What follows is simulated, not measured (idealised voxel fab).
process module | voxel self aligned vias
cross-section cut | 225 nm wide | cells 5 nm
A cross-section is a grid of square cells, given in bands from the top down. A band is one or more rows of cells.
Each band's line starts with the height of the band's top and of its bottom, in nm. Then come its materials from left to right, each with its width in nm. One material with "throughout" fills the band from edge to edge. "air" is empty space.
Height 0 is the level under which the wafer as received is all one material. The lowest band goes on downwards, as in "0 down".
A width such as "30 to 40" changes by the same amount from each row of cells to the next, from the band's top row to its bottom row.
"no change" after a step means that no cell of the cross-section changed.
closed voids: empty space of 8 cells or more with no open way to the top, each as width x height at its distance from the left edge, in nm
after a step's settings: what the simulator itself notes on the step
overlay nm, on a step with a mask: how far to the right of its planned place the mask lay; to the left if negative
plan
1 op RECEIVE | material Si
2 op CONFORMAL_DEP | material SiO2 | thk nm 10
3 op CONFORMAL_DEP | material SiCN | thk nm 5
4 op DIRECTIONAL_DEP | material lowk | thk nm 20
5 op PATTERN | tone open | mask id LINES | material resist | width nm 20 | pitch nm 60 | thk nm 15 | overlay nm 0
6 op DIRECTIONAL_ETCH | etch materials lowk | depth nm 20
7 op STRIP | etch materials resist
8 op CONFORMAL_DEP | material TiN | thk nm 5
9 op FILL_DEP | material W | thk nm 5
10 op CMP | height nm 35
11 op SELECTIVE_ETCH | etch materials W Ru TiN | depth nm 5
12 op FILL_DEP | material SiN | thk nm 10
13 op CMP | height nm 35
14 op DIRECTIONAL_DEP | material lowk | thk nm 15
15 op DIRECTIONAL_DEP | material aC | thk nm 15
16 op PATTERN | tone open | mask id VIAS | material resist | width nm 40 | pitch nm 60 | thk nm 30 | overlay nm 0
17 op DIRECTIONAL_ETCH | etch materials aC | depth nm 15
18 op STRIP | etch materials resist
19 op DIRECTIONAL_ETCH | etch materials lowk | depth nm 15
20 op DIRECTIONAL_ETCH | etch materials SiN | depth nm 5
21 op STRIP | etch materials aC
22 op CONFORMAL_DEP | material TiN | thk nm 5
23 op FILL_DEP | material Cu | thk nm 5
24 op CMP | height nm 50
25 op CONFORMAL_DEP | material SiN | thk nm 5
as received, after step 1
  0 down: Si throughout
  closed voids: none
first wafer at the end, as planned
  55 to 50: SiN throughout
  50 to 40: lowk 60 | TiN 5 | Cu 30 | TiN 5 | lowk 20 | TiN 5 | Cu 30 | TiN 5 | lowk 65
  40 to 35: lowk 60 | TiN 15 | Cu 10 | TiN 15 | lowk 20 | TiN 15 | Cu 10 | TiN 15 | lowk 65
  35 to 30: lowk 70 | TiN 20 | lowk 40 | TiN 20 | lowk 75
  30 to 20: lowk 70 | TiN 5 | W 10 | TiN 5 | lowk 40 | TiN 5 | W 10 | TiN 5 | lowk 75
  20 to 15: lowk 70 | TiN 20 | lowk 40 | TiN 20 | lowk 75
  15 to 10: SiCN throughout
  10 to 0: SiO2 throughout
  0 down: Si throughout
  closed voids: none
second wafer at the end: like start, like plan, one mistake
  55 to 50: SiN throughout
  50 to 40: lowk 55 | TiN 5 | Cu 30 | TiN 5 | lowk 20 | TiN 5 | Cu 30 | TiN 5 | lowk 70
  40 to 35: lowk 55 | TiN 20 | Cu 10 | TiN 10 | lowk 20 | TiN 20 | Cu 10 | TiN 10 | lowk 70
  35 to 30: lowk 70 | TiN 20 | lowk 40 | TiN 20 | lowk 75
  30 to 20: lowk 70 | TiN 5 | W 10 | TiN 5 | lowk 40 | TiN 5 | W 10 | TiN 5 | lowk 75
  20 to 15: lowk 70 | TiN 20 | lowk 40 | TiN 20 | lowk 75
  15 to 10: SiCN throughout
  10 to 0: SiO2 throughout
  0 down: Si throughout
  closed voids: none
what went wrong: step 16 ran as: op PATTERN | tone open | mask id VIAS | material resist | width nm 40 | pitch nm 60 | thk nm 30 | overlay nm -5
at the end the second wafer has, in cells: as many of each material as the first, in other places
